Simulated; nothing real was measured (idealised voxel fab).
This is a process module. Its name is voxel tone inversion.
This is section cut - it's 190 nm across, gridded in 5 nm square cells.
Square cells in a grid make up a cross-section in this document, and the grid is given as bands, listed from the top down, each one or more rows of cells.
Band: top height; bottom height; in nm. Then, left to right: material with width in nm, for each material. "throughout": a single material spanning edge to edge. "air": empty space.
The level at which height equals 0 is the one under which the wafer, as it arrives, is entirely one material. No lower edge exists for the bottom band, which continues downward and is notated as in "0 nm and below".
The notation "30->40" denotes a width that varies across the rows of cells in the band, beginning at the first number in the top row, finishing at the second number in the bottom row, and changing by an identical amount from each row to the next.
"same as before", as given for a step, is the statement that not any cell of the cross-section underwent a change during that step.
Listed in "Enclosed voids": every empty space of 8 or more cells without an open way to the top. Form: width x height at distance, the distance being from the left edge, all in nm.
On each step's line, the part that comes after the settings is the simulator's own comment on the step.
overlay nm: how far to the right of its planned place the mask lay on this masked step (negative: to the left).

Here's what the planned process steps look like:
1,RECEIVE, material Si
2,CONFORMAL_DEP, material SiN, thk nm 5
3,DIRECTIONAL_DEP, material aC, thk nm 20
4,PATTERN, tone cover, mask id POSTS, material resist, width nm 15, pitch nm 50, thk nm 30, overlay nm 0
5,DIRECTIONAL_ETCH, etch materials aC, depth nm 20
6,STRIP, etch materials resist
7,FILL_DEP, material lowk, thk nm 10
8,CMP, height nm 25
9,STRIP, etch materials aC
10,CONFORMAL_DEP, material TiN, thk nm 5
11,FILL_DEP, material W, thk nm 10
12,CMP, height nm 25
13,CONFORMAL_DEP, material SiCN, thk nm 5
The wafers in this document start out alike and differ in the width nm applied at step 4; the plan shows the value used for the first wafer.

This is how the first of several wafers looked in cross-section when it arrived, which is after step 1:
    0 nm and below  Si throughout
    Enclosed voids: none

Shown in cross-section: the first of several wafers at the end of the module, after its last step, step 13:
    30 nm to 25 nm  SiCN throughout
    25 nm to 10 nm  60 of lowk / 5 of TiN / 5 of W / 5 of TiN / 35 of lowk / 5 of TiN / 5 of W / 5 of TiN / 65 of lowk
    10 nm to 5 nm  60 of lowk / 15 of TiN / 35 of lowk / 15 of TiN / 65 of lowk
    5 nm to 0 nm  SiN throughout
    0 nm and below  Si throughout
    Enclosed voids: none

Cross-sectional view, end of module, last wafer of several:
    30 nm to 25 nm  SiCN throughout
    25 nm to 10 nm  50 of lowk / 5 of TiN / 25 of W / 5 of TiN / 15 of lowk / 5 of TiN / 25 of W / 5 of TiN / 55 of lowk
    10 nm to 5 nm  50 of lowk / 35 of TiN / 15 of lowk / 35 of TiN / 55 of lowk
    5 nm to 0 nm  SiN throughout
    0 nm and below  Si throughout
    Enclosed voids: none

The following table contains a row per wafer, in which are reported, at the conclusion of the module, the cells of each material gained (+) or lost (-) since the wafer's receipt, with its closed voids given thereafter:
width nm 15; +38 SiCN; +38 SiN; +18 TiN; +6 W; +128 lowk; Enclosed voids: none
width nm 20; +38 SiCN; +38 SiN; +20 TiN; +12 W; +120 lowk; Enclosed voids: none
width nm 25; +38 SiCN; +38 SiN; +22 TiN; +18 W; +112 lowk; Enclosed voids: none
width nm 30; +38 SiCN; +38 SiN; +24 TiN; +24 W; +104 lowk; Enclosed voids: none
width nm 35; +38 SiCN; +38 SiN; +26 TiN; +30 W; +96 lowk; Enclosed voids: none
